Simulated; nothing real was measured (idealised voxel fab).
The following process module bears the name voxel wiring stack.
The width of the displayed cross-section, cut, is 205 nm; its cells are square, with a size of 5 nm.
In what follows, cross-sections appear as grids of square cells, described through bands that run from the top down, where every band is one or more rows of cells.
In this notation a band is specified by the heights of its top and bottom, in that order and in nm, after which its materials appear from left to right, each paired with its width in nm. The word "edge to edge" attached to a single material means that material fills the band from edge to edge; the word "blank" stands for empty space.
Note: height 0 marks the level under which the wafer is uniformly one material as received. Lowest band unbounded below, written "top 0, no bottom".
Think of "30->40" as a width that walks from the first number to the second as you go down the band, top row to bottom row, taking equal-sized steps from row to row.
Take "stayed the same" at face value: in the step it is given for, the cross-section changed in none of its cells.
"Sealed void listing" enumerates empty spaces isolated from the top, with no open way to it, that contain at least 8 cells, giving each as width x height at distance from the left edge, all three in nm.
Step line, after settings: the simulator's comment on this step.
When a step includes a mask, the "overlay nm" setting on its line states how far to the right of its planned place that mask lay, and negative values state how far to the left.

## Process steps - plan
1) op RECEIVE | material Si
2) op CONFORMAL_DEP | material SiO2 | thk nm 10
3) op DIRECTIONAL_DEP | material TiN | thk nm 5
4) op DIRECTIONAL_DEP | material Ru | thk nm 25
5) op PATTERN | tone cover | mask id METAL_1 | material resist | width nm 30 | pitch nm 50 | thk nm 20 | overlay nm 0
6) op DIRECTIONAL_ETCH | etch materials Ru | depth nm 25
7) op DIRECTIONAL_ETCH | etch materials TiN | depth nm 5
8) op STRIP | etch materials resist
9) op FILL_DEP | material SiO2 | thk nm 10
10) op CMP | height nm 40
11) op CONFORMAL_DEP | material SiCN | thk nm 5
12) op DIRECTIONAL_DEP | material SiO2 | thk nm 15
13) op MASKED_ETCH | tone open | mask id PLUG_1 | width nm 15 | pitch nm 50 | etch materials SiO2 | depth nm 15 | overlay nm 0
14) op MASKED_ETCH | tone open | mask id PLUG_1 | width nm 15 | pitch nm 50 | etch materials SiCN | depth nm 5 | overlay nm 0
15) op CONFORMAL_DEP | material TiN | thk nm 5
16) op FILL_DEP | material Cu | thk nm 5
17) op CMP | height nm 60
18) op CONFORMAL_DEP | material SiN | thk nm 5
19) op DIRECTIONAL_DEP | material SiO2 | thk nm 25
20) op DIRECTIONAL_DEP | material aC | thk nm 10
21) op PATTERN | tone open | mask id METAL_2 | material resist | width nm 30 | pitch nm 50 | thk nm 25 | overlay nm 0
22) op DIRECTIONAL_ETCH | etch materials aC | depth nm 10
23) op STRIP | etch materials resist
24) op DIRECTIONAL_ETCH | etch materials SiO2 | depth nm 25
25) op DIRECTIONAL_ETCH | etch materials SiN | depth nm 5
26) op STRIP | etch materials aC
27) op CONFORMAL_DEP | material TiN | thk nm 5
28) op FILL_DEP | material Cu | thk nm 5
29) op CMP | height nm 90
30) op CONFORMAL_DEP | material SiCN | thk nm 5

## Of two wafers, the first: run according to plan

## Wafer cross-section on receipt, i.e. after step 1
* top 0, no bottom = Si edge to edge
* Sealed void listing: none

## The wafer, seen in cross-section, after step 2
* top 10, bottom 0 = SiO2 edge to edge
* Beneath the level 0, the cross-section is identical to its previous state.

## The wafer, seen in cross-section, after step 3
* top 15, bottom 10 = TiN edge to edge
* Beneath the level 10, the cross-section is identical to its previous state.

## The wafer, seen in cross-section, after step 4
* top 40, bottom 15 = Ru edge to edge
* Beneath the level 15, the cross-section is identical to its previous state.

## The wafer, seen in cross-section, after step 5
* top 60, bottom 40 = 35 blank, 30 resist, 20 blank, 30 resist, 20 blank, 30 resist, 40 blank
* Beneath the level 40, the cross-section is identical to its previous state.

## The wafer, seen in cross-section, after step 6
* top 60, bottom 40 = 35 blank, 30 resist, 20 blank, 30 resist, 20 blank, 30 resist, 40 blank
* top 40, bottom 15 = 35 blank, 30 Ru, 20 blank, 30 Ru, 20 blank, 30 Ru, 40 blank
* Beneath the level 15, the cross-section is identical to its previous state.

## The wafer, seen in cross-section, after step 7
* top 60, bottom 40 = 35 blank, 30 resist, 20 blank, 30 resist, 20 blank, 30 resist, 40 blank
* top 40, bottom 15 = 35 blank, 30 Ru, 20 blank, 30 Ru, 20 blank, 30 Ru, 40 blank
* top 15, bottom 10 = 35 blank, 30 TiN, 20 blank, 30 TiN, 20 blank, 30 TiN, 40 blank
* Beneath the level 10, the cross-section is identical to its previous state.

## The wafer, seen in cross-section, after step 8
* top 40, bottom 15 = 35 blank, 30 Ru, 20 blank, 30 Ru, 20 blank, 30 Ru, 40 blank
* Beneath the level 15, the cross-section is identical to its previous state.

## The wafer, seen in cross-section, after step 9
* top 50, bottom 40 = SiO2 edge to edge
* top 40, bottom 15 = 35 SiO2, 30 Ru, 20 SiO2, 30 Ru, 20 SiO2, 30 Ru, 40 SiO2
* top 15, bottom 10 = 35 SiO2, 30 TiN, 20 SiO2, 30 TiN, 20 SiO2, 30 TiN, 40 SiO2
* Beneath the level 10, the cross-section is identical to its previous state.

## The wafer, seen in cross-section, after step 10
* top 40, bottom 15 = 35 SiO2, 30 Ru, 20 SiO2, 30 Ru, 20 SiO2, 30 Ru, 40 SiO2
* Beneath the level 15, the cross-section is identical to its previous state.

## The wafer, seen in cross-section, after step 11
* top 45, bottom 40 = SiCN edge to edge
* Beneath the level 40, the cross-section is identical to its previous state.

## The wafer, seen in cross-section, after step 12
* top 60, bottom 45 = SiO2 edge to edge
* Beneath the level 45, the cross-section is identical to its previous state.

## The wafer, seen in cross-section, after step 13
* top 60, bottom 45 = 35 SiO2, 15 blank, 35 SiO2, 15 blank, 35 SiO2, 15 blank, 55 SiO2
* Beneath the level 45, the cross-section is identical to its previous state.

## The wafer, seen in cross-section, after step 14
* top 60, bottom 45 = 35 SiO2, 15 blank, 35 SiO2, 15 blank, 35 SiO2, 15 blank, 55 SiO2
* top 45, bottom 40 = 35 SiCN, 15 blank, 35 SiCN, 15 blank, 35 SiCN, 15 blank, 55 SiCN
* Beneath the level 40, the cross-section is identical to its previous state.

## The wafer, seen in cross-section, after step 15
* top 65, bottom 60 = 40 TiN, 5 blank, 45 TiN, 5 blank, 45 TiN, 5 blank, 60 TiN
* top 60, bottom 45 = 35 SiO2, 5 TiN, 5 blank, 5 TiN, 35 SiO2, 5 TiN, 5 blank, 5 TiN, 35 SiO2, 5 TiN, 5 blank, 5 TiN, 55 SiO2
* top 45, bottom 40 = 35 SiCN, 15 TiN, 35 SiCN, 15 TiN, 35 SiCN, 15 TiN, 55 SiCN
* Beneath the level 40, the cross-section is identical to its previous state.

## The wafer, seen in cross-section, after step 16
* top 70, bottom 65 = Cu edge to edge
* top 65, bottom 60 = 40 TiN, 5 Cu, 45 TiN, 5 Cu, 45 TiN, 5 Cu, 60 TiN
* top 60, bottom 45 = 35 SiO2, 5 TiN, 5 Cu, 5 TiN, 35 SiO2, 5 TiN, 5 Cu, 5 TiN, 35 SiO2, 5 TiN, 5 Cu, 5 TiN, 55 SiO2
* Beneath the level 45, the cross-section is identical to its previous state.

## The wafer, seen in cross-section, after step 17
* top 60, bottom 45 = 35 SiO2, 5 TiN, 5 Cu, 5 TiN, 35 SiO2, 5 TiN, 5 Cu, 5 TiN, 35 SiO2, 5 TiN, 5 Cu, 5 TiN, 55 SiO2
* Beneath the level 45, the cross-section is identical to its previous state.

## The wafer, seen in cross-section, after step 18
* top 65, bottom 60 = SiN edge to edge
* Beneath the level 60, the cross-section is identical to its previous state.

## The wafer, seen in cross-section, after step 19
* top 90, bottom 65 = SiO2 edge to edge
* Beneath the level 65, the cross-section is identical to its previous state.

## The wafer, seen in cross-section, after step 20
* top 100, bottom 90 = aC edge to edge
* Beneath the level 90, the cross-section is identical to its previous state.

## The wafer, seen in cross-section, after step 21
* top 125, bottom 100 = 35 resist, 30 blank, 20 resist, 30 blank, 20 resist, 30 blank, 40 resist
* Beneath the level 100, the cross-section is identical to its previous state.

## The wafer, seen in cross-section, after step 22
* top 115, bottom 100 = 35 resist, 30 blank, 20 resist, 30 blank, 20 resist, 30 blank, 40 resist
* top 100, bottom 90 = 35 aC, 30 blank, 20 aC, 30 blank, 20 aC, 30 blank, 40 aC
* Beneath the level 90, the cross-section is identical to its previous state.

## The wafer, seen in cross-section, after step 23
* top 100, bottom 90 = 35 aC, 30 blank, 20 aC, 30 blank, 20 aC, 30 blank, 40 aC
* Beneath the level 90, the cross-section is identical to its previous state.

## The wafer, seen in cross-section, after step 24
* top 100, bottom 90 = 35 aC, 30 blank, 20 aC, 30 blank, 20 aC, 30 blank, 40 aC
* top 90, bottom 65 = 35 SiO2, 30 blank, 20 SiO2, 30 blank, 20 SiO2, 30 blank, 40 SiO2
* Beneath the level 65, the cross-section is identical to its previous state.

## The wafer, seen in cross-section, after step 25
* top 100, bottom 90 = 35 aC, 30 blank, 20 aC, 30 blank, 20 aC, 30 blank, 40 aC
* top 90, bottom 65 = 35 SiO2, 30 blank, 20 SiO2, 30 blank, 20 SiO2, 30 blank, 40 SiO2
* top 65, bottom 60 = 35 SiN, 30 blank, 20 SiN, 30 blank, 20 SiN, 30 blank, 40 SiN
* Beneath the level 60, the cross-section is identical to its previous state.

## The wafer, seen in cross-section, after step 26
* top 90, bottom 65 = 35 SiO2, 30 blank, 20 SiO2, 30 blank, 20 SiO2, 30 blank, 40 SiO2
* Beneath the level 65, the cross-section is identical to its previous state.

## The wafer, seen in cross-section, after step 27
* top 95, bottom 90 = 40 TiN, 20 blank, 30 TiN, 20 blank, 30 TiN, 20 blank, 45 TiN
* top 90, bottom 65 = 35 SiO2, 5 TiN, 20 blank, 5 TiN, 20 SiO2, 5 TiN, 20 blank, 5 TiN, 20 SiO2, 5 TiN, 20 blank, 5 TiN, 40 SiO2
* top 65, bottom 60 = 35 SiN, 30 TiN, 20 SiN, 30 TiN, 20 SiN, 30 TiN, 40 SiN
* Beneath the level 60, the cross-section is identical to its previous state.

## The wafer, seen in cross-section, after step 28
* top 100, bottom 95 = Cu edge to edge
* top 95, bottom 90 = 40 TiN, 20 Cu, 30 TiN, 20 Cu, 30 TiN, 20 Cu, 45 TiN
* top 90, bottom 65 = 35 SiO2, 5 TiN, 20 Cu, 5 TiN, 20 SiO2, 5 TiN, 20 Cu, 5 TiN, 20 SiO2, 5 TiN, 20 Cu, 5 TiN, 40 SiO2
* Beneath the level 65, the cross-section is identical to its previous state.

## The wafer, seen in cross-section, after step 29
* top 90, bottom 65 = 35 SiO2, 5 TiN, 20 Cu, 5 TiN, 20 SiO2, 5 TiN, 20 Cu, 5 TiN, 20 SiO2, 5 TiN, 20 Cu, 5 TiN, 40 SiO2
* Beneath the level 65, the cross-section is identical to its previous state.

## The wafer, seen in cross-section, after step 30
* top 95, bottom 90 = SiCN edge to edge
* Beneath the level 90, the cross-section is identical to its previous state.

## Wafer two of two - same starting point, same process plan, one mistake in execution; matches wafer one up to and including step 20

## X-section, second wafer, when step 21 was due to finish
* top 125, bottom 100 = 25 resist, 30 blank, 20 resist, 30 blank, 20 resist, 30 blank, 50 resist
* Beneath the level 100, the cross-section is identical to its previous state.

## X-section, second wafer, when step 22 was due to finish
* top 115, bottom 100 = 25 resist, 30 blank, 20 resist, 30 blank, 20 resist, 30 blank, 50 resist
* top 100, bottom 90 = 25 aC, 30 blank, 20 aC, 30 blank, 20 aC, 30 blank, 50 aC
* Beneath the level 90, the cross-section is identical to its previous state.

## X-section, second wafer, when step 23 was due to finish
* top 100, bottom 90 = 25 aC, 30 blank, 20 aC, 30 blank, 20 aC, 30 blank, 50 aC
* Beneath the level 90, the cross-section is identical to its previous state.

## X-section, second wafer, when step 24 was due to finish
* top 100, bottom 90 = 25 aC, 30 blank, 20 aC, 30 blank, 20 aC, 30 blank, 50 aC
* top 90, bottom 65 = 25 SiO2, 30 blank, 20 SiO2, 30 blank, 20 SiO2, 30 blank, 50 SiO2
* Beneath the level 65, the cross-section is identical to its previous state.

## X-section, second wafer, when step 25 was due to finish
* top 100, bottom 90 = 25 aC, 30 blank, 20 aC, 30 blank, 20 aC, 30 blank, 50 aC
* top 90, bottom 65 = 25 SiO2, 30 blank, 20 SiO2, 30 blank, 20 SiO2, 30 blank, 50 SiO2
* top 65, bottom 60 = 25 SiN, 30 blank, 20 SiN, 30 blank, 20 SiN, 30 blank, 50 SiN
* Beneath the level 60, the cross-section is identical to its previous state.

## X-section, second wafer, when step 26 was due to finish
* top 90, bottom 65 = 25 SiO2, 30 blank, 20 SiO2, 30 blank, 20 SiO2, 30 blank, 50 SiO2
* Beneath the level 65, the cross-section is identical to its previous state.

## X-section, second wafer, when step 27 was due to finish
* top 95, bottom 90 = 30 TiN, 20 blank, 30 TiN, 20 blank, 30 TiN, 20 blank, 55 TiN
* top 90, bottom 65 = 25 SiO2, 5 TiN, 20 blank, 5 TiN, 20 SiO2, 5 TiN, 20 blank, 5 TiN, 20 SiO2, 5 TiN, 20 blank, 5 TiN, 50 SiO2
* top 65, bottom 60 = 25 SiN, 30 TiN, 20 SiN, 30 TiN, 20 SiN, 30 TiN, 50 SiN
* Beneath the level 60, the cross-section is identical to its previous state.

## X-section, second wafer, when step 28 was due to finish
* top 100, bottom 95 = Cu edge to edge
* top 95, bottom 90 = 30 TiN, 20 Cu, 30 TiN, 20 Cu, 30 TiN, 20 Cu, 55 TiN
* top 90, bottom 65 = 25 SiO2, 5 TiN, 20 Cu, 5 TiN, 20 SiO2, 5 TiN, 20 Cu, 5 TiN, 20 SiO2, 5 TiN, 20 Cu, 5 TiN, 50 SiO2
* Beneath the level 65, the cross-section is identical to its previous state.

## X-section, second wafer, when step 29 was due to finish
* top 90, bottom 65 = 25 SiO2, 5 TiN, 20 Cu, 5 TiN, 20 SiO2, 5 TiN, 20 Cu, 5 TiN, 20 SiO2, 5 TiN, 20 Cu, 5 TiN, 50 SiO2
* Beneath the level 65, the cross-section is identical to its previous state.

## X-section, second wafer, when step 30 was due to finish
* top 95, bottom 90 = SiCN edge to edge
* Beneath the level 90, the cross-section is identical to its previous state.
Want to know what went wrong? off-plan run, step 21, actual operation and settings op PATTERN | tone open | mask id METAL_2 | material resist | width nm 30 | pitch nm 50 | thk nm 25 | overlay nm -10
If you tally the cells, the second wafer ends up with the same amount of every material as the first; it's all just sitting in different places.
